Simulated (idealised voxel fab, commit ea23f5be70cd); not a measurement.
process module | voxel transistor to metal
cross-section cut | 285 nm wide | cells 5 nm
A cross-section is a grid of square cells, given in bands from the top down. A band is one or more rows of cells.
Each band's line starts with the height of the band's top and of its bottom, in nm. Then come its materials from left to right, each with its width in nm. One material with "throughout" fills the band from edge to edge. "air" is empty space.
Height 0 is the level under which the wafer as received is all one material. The lowest band goes on downwards, as in "0 down".
A width such as "30 to 40" changes by the same amount from each row of cells to the next, from the band's top row to its bottom row.
"no change" after a step means that no cell of the cross-section changed.
closed voids: empty space of 8 cells or more with no open way to the top, each as width x height at its distance from the left edge, in nm
after a step's settings: what the simulator itself notes on the step
overlay nm, on a step with a mask: how far to the right of its planned place the mask lay; to the left if negative
Each pair below shows a cross-section before one step and the cross-section after it, down to the lowest band that changed. The line under each pair gives the step between them, with its settings. The pairs can come from different runs of this module on the same starting wafer, so a pair continues from the pair above only where its "before" says so.
before
  0 down: Si throughout
  closed voids: none
after
  0 to -5: SiO2 throughout
  below -5: unchanged
  closed voids: none
the step between: op OXIDIZE | depth nm 5
before: the cross-section after the pair above
after
  10 to 0: SiN throughout
  below 0: unchanged
  closed voids: none
the step between: op CONFORMAL_DEP | material SiN | thk nm 10
before: the cross-section after the pair above
after
  30 to 10: air 20 | resist 110 | air 25 | resist 110 | air 20
  below 10: unchanged
  closed voids: none
the step between: op PATTERN | tone cover | mask id ACTIVE | material resist | width nm 110 | pitch nm 135 | thk nm 20 | overlay nm 0
before: the cross-section after the pair above
after
  30 to 10: air 20 | resist 110 | air 25 | resist 110 | air 20
  10 to 0: air 20 | SiN 110 | air 25 | SiN 110 | air 20
  below 0: unchanged
  closed voids: none
the step between: op DIRECTIONAL_ETCH | etch materials SiN | depth nm 10
before: the cross-section after the pair above
after
  30 to 10: air 20 | resist 110 | air 25 | resist 110 | air 20
  10 to 0: air 20 | SiN 110 | air 25 | SiN 110 | air 20
  0 to -5: air 20 | SiO2 110 | air 25 | SiO2 110 | air 20
  below -5: unchanged
  closed voids: none
the step between: op DIRECTIONAL_ETCH | etch materials SiO2 | depth nm 5
before: the cross-section after the pair above
after
  30 to 10: air 20 | resist 110 | air 25 | resist 110 | air 20
  10 to 0: air 20 | SiN 110 | air 25 | SiN 110 | air 20
  0 to -5: air 20 | SiO2 110 | air 25 | SiO2 110 | air 20
  -5 to -35: air 20 | Si 110 | air 25 | Si 110 | air 20
  below -35: unchanged
  closed voids: none
the step between: op DIRECTIONAL_ETCH | etch materials Si | depth nm 30
before: the cross-section after the pair above
after
  10 to 0: air 20 | SiN 110 | air 25 | SiN 110 | air 20
  below 0: unchanged
  closed voids: none
the step between: op STRIP | etch materials resist
before: the cross-section after the pair above
after
  10 to 0: air 20 | SiN 110 | air 25 | SiN 110 | air 20
  0 to -5: air 20 | SiO2 110 | air 25 | SiO2 110 | air 20
  -5 to -35: air 20 | SiO2 5 | Si 100 | SiO2 5 | air 25 | SiO2 5 | Si 100 | SiO2 5 | air 20
  -35 to -40: SiO2 25 | Si 100 | SiO2 35 | Si 100 | SiO2 25
  below -40: unchanged
  closed voids: none
the step between: op OXIDIZE | depth nm 5
before: the cross-section after the pair above
after
  20 to 10: SiO2 throughout
  10 to 0: SiO2 20 | SiN 110 | SiO2 25 | SiN 110 | SiO2 20
  0 to -5: SiO2 throughout
  -5 to -40: SiO2 25 | Si 100 | SiO2 35 | Si 100 | SiO2 25
  below -40: unchanged
  closed voids: none
the step between: op FILL_DEP | material SiO2 | thk nm 10
before: the cross-section after the pair above
after
  10 to 0: SiO2 20 | SiN 110 | SiO2 25 | SiN 110 | SiO2 20
  below 0: unchanged
  closed voids: none
the step between: op CMP | height nm 10
before: the cross-section after the pair above
after
  10 to 0: air 20 | SiN 110 | air 25 | SiN 110 | air 20
  below 0: unchanged
  closed voids: none
the step between: op SELECTIVE_ETCH | etch materials SiO2 | depth nm 10
before: the cross-section after the pair above
after
  0 to -5: SiO2 throughout
  below -5: unchanged
  closed voids: none
the step between: op STRIP | etch materials SiN
before: the cross-section after the pair above
after
  -5 to -40: SiO2 25 | Si 100 | SiO2 35 | Si 100 | SiO2 25
  below -40: unchanged
  closed voids: none
the step between: op SELECTIVE_ETCH | etch materials SiO2 | depth nm 5
before: the cross-section after the pair above
after
  -5 to -10: SiO2 throughout
  below -10: unchanged
  closed voids: none
the step between: op OXIDIZE | depth nm 5
before: the cross-section after the pair above
after
  25 to -5: polySi throughout
  below -5: unchanged
  closed voids: none
the step between: op DIRECTIONAL_DEP | material polySi | thk nm 30
before: the cross-section after the pair above
after
  40 to 25: SiCN throughout
  below 25: unchanged
  closed voids: none
the step between: op DIRECTIONAL_DEP | material SiCN | thk nm 15
before: the cross-section after the pair above
after
  60 to 40: air 60 | resist 30 | air 105 | resist 30 | air 60
  below 40: unchanged
  closed voids: none
the step between: op PATTERN | tone cover | mask id GATE | material resist | width nm 30 | pitch nm 135 | thk nm 20 | overlay nm 0
before: the cross-section after the pair above
after
  60 to 40: air 60 | resist 30 | air 105 | resist 30 | air 60
  40 to 25: air 60 | SiCN 30 | air 105 | SiCN 30 | air 60
  below 25: unchanged
  closed voids: none
the step between: op DIRECTIONAL_ETCH | etch materials SiCN | depth nm 25
before: the cross-section after the pair above
after
  60 to 40: air 60 | resist 30 | air 105 | resist 30 | air 60
  40 to 25: air 60 | SiCN 30 | air 105 | SiCN 30 | air 60
  25 to -5: air 60 | polySi 30 | air 105 | polySi 30 | air 60
  below -5: unchanged
  closed voids: none
the step between: op DIRECTIONAL_ETCH | etch materials polySi | depth nm 40
before: the cross-section after the pair above
after
  40 to 25: air 60 | SiCN 30 | air 105 | SiCN 30 | air 60
  below 25: unchanged
  closed voids: none
the step between: op STRIP | etch materials resist
before: the cross-section after the pair above
after
  45 to 40: air 55 | SiO2 40 | air 95 | SiO2 40 | air 55
  40 to 25: air 55 | SiO2 5 | SiCN 30 | SiO2 5 | air 95 | SiO2 5 | SiCN 30 | SiO2 5 | air 55
  25 to 0: air 55 | SiO2 5 | polySi 30 | SiO2 5 | air 95 | SiO2 5 | polySi 30 | SiO2 5 | air 55
  0 to -5: SiO2 60 | polySi 30 | SiO2 105 | polySi 30 | SiO2 60
  below -5: unchanged
  closed voids: none
the step between: op CONFORMAL_DEP | material SiO2 | thk nm 5
before: the cross-section after the pair above
after
  40 to 25: air 55 | SiO2 5 | SiCN 30 | SiO2 5 | air 95 | SiO2 5 | SiCN 30 | SiO2 5 | air 55
  25 to -5: air 55 | SiO2 5 | polySi 30 | SiO2 5 | air 95 | SiO2 5 | polySi 30 | SiO2 5 | air 55
  below -5: unchanged
  closed voids: none
the step between: op DIRECTIONAL_ETCH | etch materials SiO2 | depth nm 5
before: the cross-section after the pair above
after
  50 to 40: air 45 | SiN 60 | air 75 | SiN 60 | air 45
  40 to 25: air 45 | SiN 10 | SiO2 5 | SiCN 30 | SiO2 5 | SiN 10 | air 75 | SiN 10 | SiO2 5 | SiCN 30 | SiO2 5 | SiN 10 | air 45
  25 to 5: air 45 | SiN 10 | SiO2 5 | polySi 30 | SiO2 5 | SiN 10 | air 75 | SiN 10 | SiO2 5 | polySi 30 | SiO2 5 | SiN 10 | air 45
  5 to -5: SiN 55 | SiO2 5 | polySi 30 | SiO2 5 | SiN 95 | SiO2 5 | polySi 30 | SiO2 5 | SiN 55
  below -5: unchanged
  closed voids: none
the step between: op CONFORMAL_DEP | material SiN | thk nm 10
before: the cross-section after the pair above
after
  40 to 25: air 45 | SiN 10 | SiO2 5 | SiCN 30 | SiO2 5 | SiN 10 | air 75 | SiN 10 | SiO2 5 | SiCN 30 | SiO2 5 | SiN 10 | air 45
  25 to -5: air 45 | SiN 10 | SiO2 5 | polySi 30 | SiO2 5 | SiN 10 | air 75 | SiN 10 | SiO2 5 | polySi 30 | SiO2 5 | SiN 10 | air 45
  below -5: unchanged
  closed voids: none
the step between: op DIRECTIONAL_ETCH | etch materials SiN | depth nm 10
before: the cross-section after the pair above
after
  40 to 35: air 45 | SiN 10 | air 5 | SiCN 30 | air 5 | SiN 10 | air 75 | SiN 10 | air 5 | SiCN 30 | air 5 | SiN 10 | air 45
  35 to 25: air 45 | SiN 10 | SiO2 5 | SiCN 30 | SiO2 5 | SiN 10 | air 75 | SiN 10 | SiO2 5 | SiCN 30 | SiO2 5 | SiN 10 | air 45
  25 to -5: air 45 | SiN 10 | SiO2 5 | polySi 30 | SiO2 5 | SiN 10 | air 75 | SiN 10 | SiO2 5 | polySi 30 | SiO2 5 | SiN 10 | air 45
  -5 to -10: air 45 | SiO2 60 | air 75 | SiO2 60 | air 45
  below -10: unchanged
  closed voids: none
the step between: op DIRECTIONAL_ETCH | etch materials SiO2 | depth nm 5
before: the cross-section after the pair above
after
  40 to 35: air 45 | SiN 10 | air 5 | SiCN 30 | air 5 | SiN 10 | air 75 | SiN 10 | air 5 | SiCN 30 | air 5 | SiN 10 | air 45
  35 to 25: air 45 | SiN 10 | SiO2 5 | SiCN 30 | SiO2 5 | SiN 10 | air 75 | SiN 10 | SiO2 5 | SiCN 30 | SiO2 5 | SiN 10 | air 45
  25 to -5: air 45 | SiN 10 | SiO2 5 | polySi 30 | SiO2 5 | SiN 10 | air 75 | SiN 10 | SiO2 5 | polySi 30 | SiO2 5 | SiN 10 | air 45
  -5 to -10: air 45 | SiO2 60 | air 75 | SiO2 60 | air 45
  -10 to -20: SiO2 25 | air 20 | Si 60 | air 20 | SiO2 35 | air 20 | Si 60 | air 20 | SiO2 25
  below -20: unchanged
  closed voids: none
the step between: op DIRECTIONAL_ETCH | etch materials Si | depth nm 10
before: the cross-section after the pair above
after
  40 to 35: air 45 | SiN 10 | air 5 | SiCN 30 | air 5 | SiN 10 | air 75 | SiN 10 | air 5 | SiCN 30 | air 5 | SiN 10 | air 45
  35 to 25: air 45 | SiN 10 | SiO2 5 | SiCN 30 | SiO2 5 | SiN 10 | air 75 | SiN 10 | SiO2 5 | SiCN 30 | SiO2 5 | SiN 10 | air 45
  25 to 0: air 45 | SiN 10 | SiO2 5 | polySi 30 | SiO2 5 | SiN 10 | air 75 | SiN 10 | SiO2 5 | polySi 30 | SiO2 5 | SiN 10 | air 45
  0 to -5: air 35 | pSi 10 | SiN 10 | SiO2 5 | polySi 30 | SiO2 5 | SiN 10 | pSi 10 | air 55 | pSi 10 | SiN 10 | SiO2 5 | polySi 30 | SiO2 5 | SiN 10 | pSi 10 | air 35
  -5 to -10: air 35 | pSi 10 | SiO2 60 | pSi 10 | air 55 | pSi 10 | SiO2 60 | pSi 10 | air 35
  -10 to -20: SiO2 25 | pSi 20 | Si 60 | pSi 20 | SiO2 35 | pSi 20 | Si 60 | pSi 20 | SiO2 25
  below -20: unchanged
  closed voids: none
the step between: op EPI | material pSi | thk nm 10
before: the cross-section after the pair above
after
  45 to 40: SiO2 throughout
  40 to 25: SiO2 45 | SiN 10 | SiO2 5 | SiCN 30 | SiO2 5 | SiN 10 | SiO2 75 | SiN 10 | SiO2 5 | SiCN 30 | SiO2 5 | SiN 10 | SiO2 45
  25 to 0: SiO2 45 | SiN 10 | SiO2 5 | polySi 30 | SiO2 5 | SiN 10 | SiO2 75 | SiN 10 | SiO2 5 | polySi 30 | SiO2 5 | SiN 10 | SiO2 45
  0 to -5: SiO2 35 | pSi 10 | SiN 10 | SiO2 5 | polySi 30 | SiO2 5 | SiN 10 | pSi 10 | SiO2 55 | pSi 10 | SiN 10 | SiO2 5 | polySi 30 | SiO2 5 | SiN 10 | pSi 10 | SiO2 35
  -5 to -10: SiO2 35 | pSi 10 | SiO2 60 | pSi 10 | SiO2 55 | pSi 10 | SiO2 60 | pSi 10 | SiO2 35
  below -10: unchanged
  closed voids: none
the step between: op FILL_DEP | material SiO2 | thk nm 5
before: the cross-section after the pair above
after
  25 to 0: SiO2 45 | SiN 10 | SiO2 5 | polySi 30 | SiO2 5 | SiN 10 | SiO2 75 | SiN 10 | SiO2 5 | polySi 30 | SiO2 5 | SiN 10 | SiO2 45
  below 0: unchanged
  closed voids: none
the step between: op CMP | height nm 25
before: the cross-section after the pair above
after
  25 to 0: SiO2 45 | SiN 10 | SiO2 5 | air 30 | SiO2 5 | SiN 10 | SiO2 75 | SiN 10 | SiO2 5 | air 30 | SiO2 5 | SiN 10 | SiO2 45
  0 to -5: SiO2 35 | pSi 10 | SiN 10 | SiO2 5 | air 30 | SiO2 5 | SiN 10 | pSi 10 | SiO2 55 | pSi 10 | SiN 10 | SiO2 5 | air 30 | SiO2 5 | SiN 10 | pSi 10 | SiO2 35
  below -5: unchanged
  closed voids: none
the step between: op STRIP | etch materials polySi
before: the cross-section after the pair above
after
  25 to 20: air 45 | SiN 10 | air 40 | SiN 10 | air 75 | SiN 10 | air 40 | SiN 10 | air 45
  20 to 0: SiO2 45 | SiN 10 | air 40 | SiN 10 | SiO2 75 | SiN 10 | air 40 | SiN 10 | SiO2 45
  0 to -5: SiO2 35 | pSi 10 | SiN 10 | air 40 | SiN 10 | pSi 10 | SiO2 55 | pSi 10 | SiN 10 | air 40 | SiN 10 | pSi 10 | SiO2 35
  -5 to -10: SiO2 35 | pSi 10 | SiO2 10 | air 40 | SiO2 10 | pSi 10 | SiO2 55 | pSi 10 | SiO2 10 | air 40 | SiO2 10 | pSi 10 | SiO2 35
  below -10: unchanged
  closed voids: none
the step between: op SELECTIVE_ETCH | etch materials SiO2 | depth nm 5
before: the cross-section after the pair above
after
  30 to 25: air 40 | HfO2 20 | air 30 | HfO2 20 | air 65 | HfO2 20 | air 30 | HfO2 20 | air 40
  25 to 20: HfO2 45 | SiN 10 | HfO2 5 | air 30 | HfO2 5 | SiN 10 | HfO2 75 | SiN 10 | HfO2 5 | air 30 | HfO2 5 | SiN 10 | HfO2 45
  20 to 0: SiO2 45 | SiN 10 | HfO2 5 | air 30 | HfO2 5 | SiN 10 | SiO2 75 | SiN 10 | HfO2 5 | air 30 | HfO2 5 | SiN 10 | SiO2 45
  0 to -5: SiO2 35 | pSi 10 | SiN 10 | HfO2 5 | air 30 | HfO2 5 | SiN 10 | pSi 10 | SiO2 55 | pSi 10 | SiN 10 | HfO2 5 | air 30 | HfO2 5 | SiN 10 | pSi 10 | SiO2 35
  -5 to -10: SiO2 35 | pSi 10 | SiO2 10 | HfO2 40 | SiO2 10 | pSi 10 | SiO2 55 | pSi 10 | SiO2 10 | HfO2 40 | SiO2 10 | pSi 10 | SiO2 35
  below -10: unchanged
  closed voids: none
the step between: op CONFORMAL_DEP | material HfO2 | thk nm 5
before: the cross-section after the pair above
after
  35 to 30: air 35 | TiN 30 | air 20 | TiN 30 | air 55 | TiN 30 | air 20 | TiN 30 | air 35
  30 to 25: TiN 40 | HfO2 20 | TiN 5 | air 20 | TiN 5 | HfO2 20 | TiN 65 | HfO2 20 | TiN 5 | air 20 | TiN 5 | HfO2 20 | TiN 40
  25 to 20: HfO2 45 | SiN 10 | HfO2 5 | TiN 5 | air 20 | TiN 5 | HfO2 5 | SiN 10 | HfO2 75 | SiN 10 | HfO2 5 | TiN 5 | air 20 | TiN 5 | HfO2 5 | SiN 10 | HfO2 45
  20 to 0: SiO2 45 | SiN 10 | HfO2 5 | TiN 5 | air 20 | TiN 5 | HfO2 5 | SiN 10 | SiO2 75 | SiN 10 | HfO2 5 | TiN 5 | air 20 | TiN 5 | HfO2 5 | SiN 10 | SiO2 45
  0 to -5: SiO2 35 | pSi 10 | SiN 10 | HfO2 5 | TiN 30 | HfO2 5 | SiN 10 | pSi 10 | SiO2 55 | pSi 10 | SiN 10 | HfO2 5 | TiN 30 | HfO2 5 | SiN 10 | pSi 10 | SiO2 35
  below -5: unchanged
  closed voids: none
the step between: op CONFORMAL_DEP | material TiN | thk nm 5
before: the cross-section after the pair above
after
  45 to 35: W throughout
  35 to 30: W 35 | TiN 30 | W 20 | TiN 30 | W 55 | TiN 30 | W 20 | TiN 30 | W 35
  30 to 25: TiN 40 | HfO2 20 | TiN 5 | W 20 | TiN 5 | HfO2 20 | TiN 65 | HfO2 20 | TiN 5 | W 20 | TiN 5 | HfO2 20 | TiN 40
  25 to 20: HfO2 45 | SiN 10 | HfO2 5 | TiN 5 | W 20 | TiN 5 | HfO2 5 | SiN 10 | HfO2 75 | SiN 10 | HfO2 5 | TiN 5 | W 20 | TiN 5 | HfO2 5 | SiN 10 | HfO2 45
  20 to 0: SiO2 45 | SiN 10 | HfO2 5 | TiN 5 | W 20 | TiN 5 | HfO2 5 | SiN 10 | SiO2 75 | SiN 10 | HfO2 5 | TiN 5 | W 20 | TiN 5 | HfO2 5 | SiN 10 | SiO2 45
  below 0: unchanged
  closed voids: none
the step between: op FILL_DEP | material W | thk nm 10
before: the cross-section after the pair above
after
  20 to 0: SiO2 45 | SiN 10 | HfO2 5 | TiN 5 | W 20 | TiN 5 | HfO2 5 | SiN 10 | SiO2 75 | SiN 10 | HfO2 5 | TiN 5 | W 20 | TiN 5 | HfO2 5 | SiN 10 | SiO2 45
  below 0: unchanged
  closed voids: none
the step between: op CMP | height nm 20
before: the cross-section after the pair above
after
  30 to 20: SiO2 throughout
  below 20: unchanged
  closed voids: none
the step between: op DIRECTIONAL_DEP | material SiO2 | thk nm 10
before: the cross-section after the pair above
after
  30 to 20: SiO2 30 | air 15 | SiO2 60 | air 15 | SiO2 45 | air 15 | SiO2 60 | air 15 | SiO2 30
  20 to 0: SiO2 30 | air 15 | SiN 10 | HfO2 5 | TiN 5 | W 20 | TiN 5 | HfO2 5 | SiN 10 | air 15 | SiO2 45 | air 15 | SiN 10 | HfO2 5 | TiN 5 | W 20 | TiN 5 | HfO2 5 | SiN 10 | air 15 | SiO2 30
  0 to -5: SiO2 30 | air 5 | pSi 10 | SiN 10 | HfO2 5 | TiN 30 | HfO2 5 | SiN 10 | pSi 10 | air 5 | SiO2 45 | air 5 | pSi 10 | SiN 10 | HfO2 5 | TiN 30 | HfO2 5 | SiN 10 | pSi 10 | air 5 | SiO2 30
  -5 to -10: SiO2 30 | air 5 | pSi 10 | SiO2 10 | HfO2 40 | SiO2 10 | pSi 10 | air 5 | SiO2 45 | air 5 | pSi 10 | SiO2 10 | HfO2 40 | SiO2 10 | pSi 10 | air 5 | SiO2 30
  below -10: unchanged
  closed voids: none
the step between: op MASKED_ETCH | tone open | mask id CONTACT | width nm 15 | etch materials SiO2 | depth nm 40 | overlay nm 0
before: the cross-section after the pair above
after
  35 to 30: TiN 35 | air 5 | TiN 70 | air 5 | TiN 55 | air 5 | TiN 70 | air 5 | TiN 35
  30 to 20: SiO2 30 | TiN 5 | air 5 | TiN 5 | SiO2 60 | TiN 5 | air 5 | TiN 5 | SiO2 45 | TiN 5 | air 5 | TiN 5 | SiO2 60 | TiN 5 | air 5 | TiN 5 | SiO2 30
  20 to 5: SiO2 30 | TiN 5 | air 5 | TiN 5 | SiN 10 | HfO2 5 | TiN 5 | W 20 | TiN 5 | HfO2 5 | SiN 10 | TiN 5 | air 5 | TiN 5 | SiO2 45 | TiN 5 | air 5 | TiN 5 | SiN 10 | HfO2 5 | TiN 5 | W 20 | TiN 5 | HfO2 5 | SiN 10 | TiN 5 | air 5 | TiN 5 | SiO2 30
  5 to 0: SiO2 30 | TiN 15 | SiN 10 | HfO2 5 | TiN 5 | W 20 | TiN 5 | HfO2 5 | SiN 10 | TiN 15 | SiO2 45 | TiN 15 | SiN 10 | HfO2 5 | TiN 5 | W 20 | TiN 5 | HfO2 5 | SiN 10 | TiN 15 | SiO2 30
  0 to -5: SiO2 30 | TiN 5 | pSi 10 | SiN 10 | HfO2 5 | TiN 30 | HfO2 5 | SiN 10 | pSi 10 | TiN 5 | SiO2 45 | TiN 5 | pSi 10 | SiN 10 | HfO2 5 | TiN 30 | HfO2 5 | SiN 10 | pSi 10 | TiN 5 | SiO2 30
  -5 to -10: SiO2 30 | TiN 5 | pSi 10 | SiO2 10 | HfO2 40 | SiO2 10 | pSi 10 | TiN 5 | SiO2 45 | TiN 5 | pSi 10 | SiO2 10 | HfO2 40 | SiO2 10 | pSi 10 | TiN 5 | SiO2 30
  below -10: unchanged
  closed voids: none
the step between: op CONFORMAL_DEP | material TiN | thk nm 5
before: the cross-section after the pair above
after
  45 to 35: Ru throughout
  35 to 30: TiN 35 | Ru 5 | TiN 70 | Ru 5 | TiN 55 | Ru 5 | TiN 70 | Ru 5 | TiN 35
  30 to 20: SiO2 30 | TiN 5 | Ru 5 | TiN 5 | SiO2 60 | TiN 5 | Ru 5 | TiN 5 | SiO2 45 | TiN 5 | Ru 5 | TiN 5 | SiO2 60 | TiN 5 | Ru 5 | TiN 5 | SiO2 30
  20 to 5: SiO2 30 | TiN 5 | Ru 5 | TiN 5 | SiN 10 | HfO2 5 | TiN 5 | W 20 | TiN 5 | HfO2 5 | SiN 10 | TiN 5 | Ru 5 | TiN 5 | SiO2 45 | TiN 5 | Ru 5 | TiN 5 | SiN 10 | HfO2 5 | TiN 5 | W 20 | TiN 5 | HfO2 5 | SiN 10 | TiN 5 | Ru 5 | TiN 5 | SiO2 30
  below 5: unchanged
  closed voids: none
the step between: op FILL_DEP | material Ru | thk nm 10
before: the cross-section after the pair above
after
  30 to 20: SiO2 30 | TiN 5 | Ru 5 | TiN 5 | SiO2 60 | TiN 5 | Ru 5 | TiN 5 | SiO2 45 | TiN 5 | Ru 5 | TiN 5 | SiO2 60 | TiN 5 | Ru 5 | TiN 5 | SiO2 30
  below 20: unchanged
  closed voids: none
the step between: op CMP | height nm 30
before: the cross-section after the pair above
after
  35 to 30: SiN throughout
  below 30: unchanged
  closed voids: none
the step between: op CONFORMAL_DEP | material SiN | thk nm 5
before: the cross-section after the pair above
after
  55 to 35: lowk throughout
  below 35: unchanged
  closed voids: none
the step between: op DIRECTIONAL_DEP | material lowk | thk nm 20
before: the cross-section after the pair above
after
  55 to 35: lowk 30 | air 15 | lowk 60 | air 15 | lowk 45 | air 15 | lowk 60 | air 15 | lowk 30
  below 35: unchanged
  closed voids: none
the step between: op MASKED_ETCH | tone open | mask id METAL_1 | width nm 15 | etch materials lowk | depth nm 20 | overlay nm 0
before: the cross-section after the pair above
after
  55 to 35: lowk 30 | air 15 | lowk 60 | air 15 | lowk 45 | air 15 | lowk 60 | air 15 | lowk 30
  35 to 30: SiN 30 | air 15 | SiN 60 | air 15 | SiN 45 | air 15 | SiN 60 | air 15 | SiN 30
  below 30: unchanged
  closed voids: none
the step between: op MASKED_ETCH | tone open | mask id METAL_1 | width nm 15 | etch materials SiN | depth nm 5 | overlay nm 0
before: the cross-section after the pair above
after
  60 to 55: TiN 35 | air 5 | TiN 70 | air 5 | TiN 55 | air 5 | TiN 70 | air 5 | TiN 35
  55 to 35: lowk 30 | TiN 5 | air 5 | TiN 5 | lowk 60 | TiN 5 | air 5 | TiN 5 | lowk 45 | TiN 5 | air 5 | TiN 5 | lowk 60 | TiN 5 | air 5 | TiN 5 | lowk 30
  35 to 30: SiN 30 | TiN 15 | SiN 60 | TiN 15 | SiN 45 | TiN 15 | SiN 60 | TiN 15 | SiN 30
  below 30: unchanged
  closed voids: none
the step between: op CONFORMAL_DEP | material TiN | thk nm 5
before: the cross-section after the pair above
after
  70 to 60: Ru throughout
  60 to 55: TiN 35 | Ru 5 | TiN 70 | Ru 5 | TiN 55 | Ru 5 | TiN 70 | Ru 5 | TiN 35
  55 to 35: lowk 30 | TiN 5 | Ru 5 | TiN 5 | lowk 60 | TiN 5 | Ru 5 | TiN 5 | lowk 45 | TiN 5 | Ru 5 | TiN 5 | lowk 60 | TiN 5 | Ru 5 | TiN 5 | lowk 30
  below 35: unchanged
  closed voids: none
the step between: op FILL_DEP | material Ru | thk nm 10
before: the cross-section after the pair above
after
  55 to 35: lowk 30 | TiN 5 | Ru 5 | TiN 5 | lowk 60 | TiN 5 | Ru 5 | TiN 5 | lowk 45 | TiN 5 | Ru 5 | TiN 5 | lowk 60 | TiN 5 | Ru 5 | TiN 5 | lowk 30
  below 35: unchanged
  closed voids: none
the step between: op CMP | height nm 55
before: the cross-section after the pair above
after
  60 to 55: SiCN throughout
  below 55: unchanged
  closed voids: none
the step between: op CONFORMAL_DEP | material SiCN | thk nm 5
before: the cross-section after the pair above
after
  90 to 60: lowk throughout
  below 60: unchanged
  closed voids: none
the step between: op DIRECTIONAL_DEP | material lowk | thk nm 30
before: the cross-section after the pair above
after
  105 to 90: resist 30 | air 15 | resist 120 | air 15 | resist 105
  below 90: unchanged
  closed voids: none
the step between: op PATTERN | tone open | mask id METAL_2 | material resist | width nm 15 | pitch nm 135 | thk nm 15 | overlay nm 0
before: the cross-section after the pair above
after
  105 to 90: resist 30 | air 15 | resist 120 | air 15 | resist 105
  90 to 70: lowk 30 | air 15 | lowk 120 | air 15 | lowk 105
  below 70: unchanged
  closed voids: none
the step between: op DIRECTIONAL_ETCH | etch materials lowk | depth nm 20
before: the cross-section after the pair above
after
  90 to 70: lowk 30 | air 15 | lowk 120 | air 15 | lowk 105
  below 70: unchanged
  closed voids: none
the step between: op STRIP | etch materials resist
before: the cross-section after the pair above
after
  90 to 60: lowk 30 | air 15 | lowk 120 | air 15 | lowk 105
  below 60: unchanged
  closed voids: none
the step between: op MASKED_ETCH | tone open | mask id METAL_2_HOLES | width nm 15 | pitch nm 135 | etch materials lowk | depth nm 10 | overlay nm 0
before: the cross-section after the pair above
after
  90 to 60: lowk 30 | air 15 | lowk 120 | air 15 | lowk 105
  60 to 55: SiCN 30 | air 15 | SiCN 120 | air 15 | SiCN 105
  below 55: unchanged
  closed voids: none
the step between: op MASKED_ETCH | tone open | mask id METAL_2_HOLES | width nm 15 | pitch nm 135 | etch materials SiCN | depth nm 5 | overlay nm 0
before: the cross-section after the pair above
after
  95 to 90: TiN 35 | air 5 | TiN 130 | air 5 | TiN 110
  90 to 60: lowk 30 | TiN 5 | air 5 | TiN 5 | lowk 120 | TiN 5 | air 5 | TiN 5 | lowk 105
  60 to 55: SiCN 30 | TiN 15 | SiCN 120 | TiN 15 | SiCN 105
  below 55: unchanged
  closed voids: none
the step between: op CONFORMAL_DEP | material TiN | thk nm 5
before: the cross-section after the pair above
after
  105 to 95: Cu throughout
  95 to 90: TiN 35 | Cu 5 | TiN 130 | Cu 5 | TiN 110
  90 to 60: lowk 30 | TiN 5 | Cu 5 | TiN 5 | lowk 120 | TiN 5 | Cu 5 | TiN 5 | lowk 105
  below 60: unchanged
  closed voids: none
the step between: op FILL_DEP | material Cu | thk nm 10
before: the cross-section after the pair above
after
  90 to 60: lowk 30 | TiN 5 | Cu 5 | TiN 5 | lowk 120 | TiN 5 | Cu 5 | TiN 5 | lowk 105
  below 60: unchanged
  closed voids: none
the step between: op CMP | height nm 90
before: the cross-section after the pair above
after
  95 to 90: SiCN throughout
  below 90: unchanged
  closed voids: none
the step between: op CONFORMAL_DEP | material SiCN | thk nm 5
before
  40 to 25: air 55 | SiO2 5 | SiCN 30 | SiO2 5 | air 95 | SiO2 5 | SiCN 30 | SiO2 5 | air 55
  25 to -5: air 55 | SiO2 5 | polySi 30 | SiO2 5 | air 95 | SiO2 5 | polySi 30 | SiO2 5 | air 55
  -5 to -10: SiO2 throughout
  -10 to -40: SiO2 25 | Si 100 | SiO2 35 | Si 100 | SiO2 25
  -40 down: Si throughout
  closed voids: none
after
  40 to 35: air 60 | SiCN 30 | air 105 | SiCN 30 | air 60
  35 to 25: air 55 | SiO2 5 | SiCN 30 | SiO2 5 | air 95 | SiO2 5 | SiCN 30 | SiO2 5 | air 55
  25 to -5: air 55 | SiO2 5 | polySi 30 | SiO2 5 | air 95 | SiO2 5 | polySi 30 | SiO2 5 | air 55
  -5 to -10: air 55 | SiO2 40 | air 95 | SiO2 40 | air 55
  below -10: unchanged
  closed voids: none
the step between: op DIRECTIONAL_ETCH | etch materials SiO2 | depth nm 5
before: the cross-section after the pair above
after
  40 to 35: air 60 | SiCN 30 | air 105 | SiCN 30 | air 60
  35 to 25: air 55 | SiO2 5 | SiCN 30 | SiO2 5 | air 95 | SiO2 5 | SiCN 30 | SiO2 5 | air 55
  25 to -5: air 55 | SiO2 5 | polySi 30 | SiO2 5 | air 95 | SiO2 5 | polySi 30 | SiO2 5 | air 55
  -5 to -10: air 55 | SiO2 40 | air 95 | SiO2 40 | air 55
  -10 to -20: SiO2 25 | air 30 | Si 40 | air 30 | SiO2 35 | air 30 | Si 40 | air 30 | SiO2 25
  below -20: unchanged
  closed voids: none
the step between: op DIRECTIONAL_ETCH | etch materials Si | depth nm 10
before: the cross-section after the pair above
after
  40 to 35: air 60 | SiCN 30 | air 105 | SiCN 30 | air 60
  35 to 25: air 55 | SiO2 5 | SiCN 30 | SiO2 5 | air 95 | SiO2 5 | SiCN 30 | SiO2 5 | air 55
  25 to 0: air 55 | SiO2 5 | polySi 30 | SiO2 5 | air 95 | SiO2 5 | polySi 30 | SiO2 5 | air 55
  0 to -5: air 45 | pSi 10 | SiO2 5 | polySi 30 | SiO2 5 | pSi 10 | air 75 | pSi 10 | SiO2 5 | polySi 30 | SiO2 5 | pSi 10 | air 45
  -5 to -10: air 45 | pSi 10 | SiO2 40 | pSi 10 | air 75 | pSi 10 | SiO2 40 | pSi 10 | air 45
  -10 to -20: SiO2 25 | pSi 30 | Si 40 | pSi 30 | SiO2 35 | pSi 30 | Si 40 | pSi 30 | SiO2 25
  below -20: unchanged
  closed voids: none
the step between: op EPI | material pSi | thk nm 10
before: the cross-section after the pair above
after
  45 to 40: SiO2 throughout
  40 to 25: SiO2 60 | SiCN 30 | SiO2 105 | SiCN 30 | SiO2 60
  25 to 0: SiO2 60 | polySi 30 | SiO2 105 | polySi 30 | SiO2 60
  0 to -5: SiO2 45 | pSi 10 | SiO2 5 | polySi 30 | SiO2 5 | pSi 10 | SiO2 75 | pSi 10 | SiO2 5 | polySi 30 | SiO2 5 | pSi 10 | SiO2 45
  -5 to -10: SiO2 45 | pSi 10 | SiO2 40 | pSi 10 | SiO2 75 | pSi 10 | SiO2 40 | pSi 10 | SiO2 45
  below -10: unchanged
  closed voids: none
the step between: op FILL_DEP | material SiO2 | thk nm 5
before: the cross-section after the pair above
after
  25 to 0: SiO2 60 | polySi 30 | SiO2 105 | polySi 30 | SiO2 60
  below 0: unchanged
  closed voids: none
the step between: op CMP | height nm 25
